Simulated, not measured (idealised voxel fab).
The document below concerns the process module designated voxel self aligned vias.
We display cut, a cross-section 260 nm in width whose square cells are each 5 nm.
Cross-section = grid of square cells, listed top down in bands; band = one or more rows. The band entry comprises the height of the band's top followed by the height of its bottom, expressed in nm, and subsequently the band's materials from left to right, each stated together with its width in nm. Where a single material is marked with the word "everywhere", that material fills the band from edge to edge. The word "air" represents empty space. All heights in this document are referenced to 0, defined as the level beneath which the wafer, as received, consists entirely of one material. The lowest band is not bounded below; it extends indefinitely downward and is written in the form "0 down". Read "30->40" as a graded width: first number on top, second number at the bottom, same change between each pair of neighbouring rows. "no modifications" means the step left every cell of the cross-section as it was. Voids not open to the top, 8 cells minimum: see "Enclosed void entries". Written width x height at distance; distance is from the left edge; nm. Whatever follows a step's settings on its line is a remark the simulator itself makes about that step. overlay nm: step with mask; distance mask lay right of planned place; negative value = left of planned place.
Steps planned for the process
step 1: RECEIVE, material Si
step 2: CONFORMAL_DEP, material SiO2, thk nm 10
step 3: CONFORMAL_DEP, material SiCN, thk nm 5
step 4: DIRECTIONAL_DEP, material lowk, thk nm 30
step 5: DIRECTIONAL_DEP, material aC, thk nm 15
step 6: PATTERN, tone open, mask id LINES, material resist, width nm 20, pitch nm 60, thk nm 30, overlay nm 0
step 7: DIRECTIONAL_ETCH, etch materials aC, depth nm 15
step 8: STRIP, etch materials resist
step 9: DIRECTIONAL_ETCH, etch materials lowk, depth nm 30
step 10: STRIP, etch materials aC
step 11: CONFORMAL_DEP, material TiN, thk nm 5
step 12: FILL_DEP, material Ru, thk nm 5
step 13: CMP, height nm 45
step 14: SELECTIVE_ETCH, etch materials W Ru TiN, depth nm 5
step 15: FILL_DEP, material SiN, thk nm 5
step 16: CMP, height nm 45
step 17: DIRECTIONAL_DEP, material lowk, thk nm 20
step 18: MASKED_ETCH, tone open, mask id VIAS, width nm 40, pitch nm 60, etch materials lowk, depth nm 20, overlay nm 0
step 19: MASKED_ETCH, tone open, mask id VIAS, width nm 40, pitch nm 60, etch materials SiN, depth nm 5, overlay nm 0
step 20: CONFORMAL_DEP, material TiN, thk nm 5
step 21: FILL_DEP, material W, thk nm 5
step 22: CMP, height nm 65
step 23: CONFORMAL_DEP, material SiN, thk nm 5
Received-state cross-section, reflecting completion of step 1
0 down  Si everywhere
Enclosed void entries: none
First of two wafers at the end of the module, shown in cross-section; run carried out as planned
70 to 65  SiN everywhere
65 to 50  lowk 80 nm | TiN 5 nm | W 30 nm | TiN 5 nm | lowk 20 nm | TiN 5 nm | W 30 nm | TiN 5 nm | lowk 80 nm
50 to 45  lowk 80 nm | TiN 15 nm | W 10 nm | TiN 15 nm | lowk 20 nm | TiN 15 nm | W 10 nm | TiN 15 nm | lowk 80 nm
45 to 40  lowk 90 nm | TiN 20 nm | lowk 40 nm | TiN 20 nm | lowk 90 nm
40 to 20  lowk 90 nm | TiN 5 nm | Ru 10 nm | TiN 5 nm | lowk 40 nm | TiN 5 nm | Ru 10 nm | TiN 5 nm | lowk 90 nm
20 to 15  lowk 90 nm | TiN 20 nm | lowk 40 nm | TiN 20 nm | lowk 90 nm
15 to 10  SiCN everywhere
10 to 0  SiO2 everywhere
0 down  Si everywhere
Enclosed void entries: none
Cross-sectional image of the second wafer of the two following completion of the module. Starting state and process plan were the same as for the first wafer; one execution error occurred
70 to 65  SiN everywhere
65 to 50  lowk 80 nm | TiN 5 nm | W 30 nm | TiN 5 nm | lowk 20 nm | TiN 5 nm | W 30 nm | TiN 5 nm | lowk 80 nm
50 to 45  lowk 80 nm | TiN 15 nm | W 10 nm | TiN 15 nm | lowk 20 nm | TiN 15 nm | W 10 nm | TiN 15 nm | lowk 80 nm
45 to 40  lowk 90 nm | TiN 20 nm | lowk 40 nm | TiN 20 nm | lowk 90 nm
40 to 20  lowk 90 nm | TiN 5 nm | Ru 10 nm | TiN 5 nm | lowk 40 nm | TiN 5 nm | Ru 10 nm | TiN 5 nm | lowk 90 nm
20 to 15  lowk 90 nm | TiN 20 nm | lowk 40 nm | TiN 20 nm | lowk 90 nm
15 to 10  SiCN everywhere
10 to 0  aC everywhere
0 down  Si everywhere
Enclosed void entries: none
Deviation noted in wafer processing: step 2 changed vs plan, executed as CONFORMAL_DEP, material aC, thk nm 10
The final cell counts differ between the wafers, with the second having more or fewer of some materials than the first: -104 SiO2 | +104 aC
